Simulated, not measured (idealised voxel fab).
The following process module bears the name voxel self aligned vias.
Shown is cross-section cut, with a width of 300 nm and square cells of size 5 nm.
A cross-section in this document is a grid of square cells, and it is written down as bands, the top band listed before the ones below it; a band is made up of one or more rows of cells. The band entry comprises the height of the band's top followed by the height of its bottom, expressed in nm, and subsequently the band's materials from left to right, each stated together with its width in nm. Where a single material is marked with the word "everywhere", that material fills the band from edge to edge. The word "air" represents empty space. For the purposes of this specification, 0 denotes the height below which the wafer in its as-received condition is composed wholly of one material, and the lowermost band, lacking a lower limit, extends downward without end, as expressed in "z 0 and below". Graded width ("30->40"): value in top row of band = first number; value in bottom row = second number; row-to-row change constant. Basically "nothing got changed" means that step didn't change any cell in the cross-section. Look at "Closed void entries" for the closed voids: empty spaces with no open path to the top, sized 8 cells or up. Each is width x height at distance, distance from the left edge, all nm. Whatever follows a step's settings on its line is a remark the simulator itself makes about that step. overlay nm: for a step with a mask, the amount by which the mask lay right of where it was planned; a negative amount means left of it.

## Here's what the planned process steps look like
| 1 | RECEIVE with material Si |
| 2 | CONFORMAL_DEP with material SiO2, thk nm 10 |
| 3 | CONFORMAL_DEP with material SiCN, thk nm 5 |
| 4 | DIRECTIONAL_DEP with material SiO2, thk nm 20 |
| 5 | MASKED_ETCH with tone open, mask id LINES, width nm 30, pitch nm 70, etch materials SiO2, depth nm 20, overlay nm 0 |
| 6 | CONFORMAL_DEP with material TiN, thk nm 5 |
| 7 | FILL_DEP with material Ru, thk nm 10 |
| 8 | CMP with height nm 35 |
| 9 | SELECTIVE_ETCH with etch materials W Ru TiN, depth nm 5 |
| 10 | FILL_DEP with material SiN, thk nm 10 |
| 11 | CMP with height nm 35 |
| 12 | DIRECTIONAL_DEP with material SiO2, thk nm 15 |
| 13 | MASKED_ETCH with tone open, mask id VIAS, width nm 50, etch materials SiO2, depth nm 15, overlay nm 0 |
| 14 | MASKED_ETCH with tone open, mask id VIAS, width nm 50, etch materials SiN, depth nm 5, overlay nm 0 |
| 15 | CONFORMAL_DEP with material TiN, thk nm 5 |
| 16 | FILL_DEP with material W, thk nm 5 |
| 17 | CMP with height nm 50 |
| 18 | CONFORMAL_DEP with material SiCN, thk nm 5 |

## Incoming wafer in cross-section (state: after step 1)
* z 0 and below | Si everywhere
* Closed void entries: none

## End-of-module cross-section of the first of two wafers, processed as planned
* z 55 to 50 | SiCN everywhere
* z 50 to 40 | 90 of SiO2; 5 of TiN; 40 of W; 5 of TiN; 160 of SiO2
* z 40 to 35 | 90 of SiO2; 15 of TiN; 20 of W; 15 of TiN; 160 of SiO2
* z 35 to 30 | 100 of SiO2; 30 of TiN; 40 of SiO2; 30 of SiN; 100 of SiO2
* z 30 to 20 | 100 of SiO2; 5 of TiN; 20 of Ru; 5 of TiN; 40 of SiO2; 5 of TiN; 20 of Ru; 5 of TiN; 100 of SiO2
* z 20 to 15 | 100 of SiO2; 30 of TiN; 40 of SiO2; 30 of TiN; 100 of SiO2
* z 15 to 10 | SiCN everywhere
* z 10 to 0 | SiO2 everywhere
* z 0 and below | Si everywhere
* Closed void entries: none

## Here is the second of the two wafers cut open at the end of the module - same start, same plan as the first one, but we made one mistake running it
* z 55 to 50 | SiCN everywhere
* z 50 to 35 | 90 of SiO2; 5 of TiN; 40 of W; 5 of TiN; 160 of SiO2
* z 35 to 30 | 90 of SiO2; 50 of TiN; 30 of SiO2; 30 of SiN; 100 of SiO2
* z 30 to 20 | 90 of SiO2; 15 of TiN; 20 of Ru; 15 of TiN; 30 of SiO2; 5 of TiN; 20 of Ru; 5 of TiN; 100 of SiO2
* z 20 to 15 | 100 of SiO2; 30 of TiN; 40 of SiO2; 30 of TiN; 100 of SiO2
* z 15 to 10 | SiCN everywhere
* z 10 to 0 | SiO2 everywhere
* z 0 and below | Si everywhere
* Closed void entries: none
Diagnosis: plan step 13 was conducted twice
Looking at both finished wafers in cells, the second ends up ahead of or behind the first on some materials: SiO2 -12; TiN +8; W +4
